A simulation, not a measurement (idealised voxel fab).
process module | voxel spacer lines
cross-section cut | 260 nm wide | cells 5 nm
A cross-section is a grid of square cells, given in bands from the top down. A band is one or more rows of cells.
Each band's line starts with the height of the band's top and of its bottom, in nm. Then come its materials from left to right, each with its width in nm. One material with "throughout" fills the band from edge to edge. "air" is empty space.
Height 0 is the level under which the wafer as received is all one material. The lowest band goes on downwards, as in "0 down".
A width such as "30 to 40" changes by the same amount from each row of cells to the next, from the band's top row to its bottom row.
"no change" after a step means that no cell of the cross-section changed.
closed voids: empty space of 8 cells or more with no open way to the top, each as width x height at its distance from the left edge, in nm
after a step's settings: what the simulator itself notes on the step
overlay nm, on a step with a mask: how far to the right of its planned place the mask lay; to the left if negative
plan
1 op RECEIVE | material Si
2 op CONFORMAL_DEP | material Al2O3 | thk nm 10
3 op DIRECTIONAL_DEP | material polySi | thk nm 10
4 op DIRECTIONAL_DEP | material aC | thk nm 25
5 op PATTERN | tone cover | mask id MANDREL | material resist | width nm 25 | pitch nm 80 | thk nm 35 | overlay nm 0
6 op DIRECTIONAL_ETCH | etch materials aC | depth nm 25
7 op STRIP | etch materials resist
8 op CONFORMAL_DEP | material SiN | thk nm 15
9 op DIRECTIONAL_ETCH | etch materials SiN | depth nm 15
10 op STRIP | etch materials aC
11 op DIRECTIONAL_ETCH | etch materials polySi | depth nm 10
12 op STRIP | etch materials SiN
first wafer, as planned
as received, after step 1
  0 down: Si throughout
  closed voids: none
after step 2
  10 to 0: Al2O3 throughout
  below 0: unchanged
after step 3
  20 to 10: polySi throughout
  below 10: unchanged
after step 4
  45 to 20: aC throughout
  below 20: unchanged
after step 5
  80 to 45: air 75 | resist 25 | air 55 | resist 25 | air 80
  below 45: unchanged
after step 6
  55 to 45: air 75 | resist 25 | air 55 | resist 25 | air 80
  45 to 20: air 75 | aC 25 | air 55 | aC 25 | air 80
  below 20: unchanged
after step 7
  45 to 20: air 75 | aC 25 | air 55 | aC 25 | air 80
  below 20: unchanged
after step 8
  60 to 45: air 60 | SiN 55 | air 25 | SiN 55 | air 65
  45 to 35: air 60 | SiN 15 | aC 25 | SiN 15 | air 25 | SiN 15 | aC 25 | SiN 15 | air 65
  35 to 20: SiN 75 | aC 25 | SiN 55 | aC 25 | SiN 80
  below 20: unchanged
after step 9
  45 to 20: air 60 | SiN 15 | aC 25 | SiN 15 | air 25 | SiN 15 | aC 25 | SiN 15 | air 65
  below 20: unchanged
after step 10
  45 to 20: air 60 | SiN 15 | air 25 | SiN 15 | air 25 | SiN 15 | air 25 | SiN 15 | air 65
  below 20: unchanged
after step 11
  45 to 20: air 60 | SiN 15 | air 25 | SiN 15 | air 25 | SiN 15 | air 25 | SiN 15 | air 65
  20 to 10: air 60 | polySi 15 | air 25 | polySi 15 | air 25 | polySi 15 | air 25 | polySi 15 | air 65
  below 10: unchanged
after step 12
  20 to 10: air 60 | polySi 15 | air 25 | polySi 15 | air 25 | polySi 15 | air 25 | polySi 15 | air 65
  below 10: unchanged
second wafer: like start, like plan, one mistake. Through step 4 it matches the first wafer
when step 5 should have ended
  80 to 45: resist 75 | air 25 | resist 55 | air 25 | resist 80
  below 45: unchanged
when step 6 should have ended
  55 to 45: resist 75 | air 25 | resist 55 | air 25 | resist 80
  45 to 20: aC 75 | air 25 | aC 55 | air 25 | aC 80
  below 20: unchanged
when step 7 should have ended
  45 to 20: aC 75 | air 25 | aC 55 | air 25 | aC 80
  below 20: unchanged
when step 8 should have ended
  60 to 45: SiN throughout
  45 to 20: aC 75 | SiN 25 | aC 55 | SiN 25 | aC 80
  below 20: unchanged
when step 9 should have ended
  45 to 20: aC 75 | SiN 25 | aC 55 | SiN 25 | aC 80
  below 20: unchanged
when step 10 should have ended
  45 to 20: air 75 | SiN 25 | air 55 | SiN 25 | air 80
  below 20: unchanged
when step 11 should have ended
  45 to 20: air 75 | SiN 25 | air 55 | SiN 25 | air 80
  20 to 10: air 75 | polySi 25 | air 55 | polySi 25 | air 80
  below 10: unchanged
when step 12 should have ended
  20 to 10: air 75 | polySi 25 | air 55 | polySi 25 | air 80
  below 10: unchanged
what went wrong: step 5 ran as: op PATTERN | tone open | mask id MANDREL | material resist | width nm 25 | pitch nm 80 | thk nm 35 | overlay nm 0
at the end the second wafer has, in cells: 4 fewer of polySi
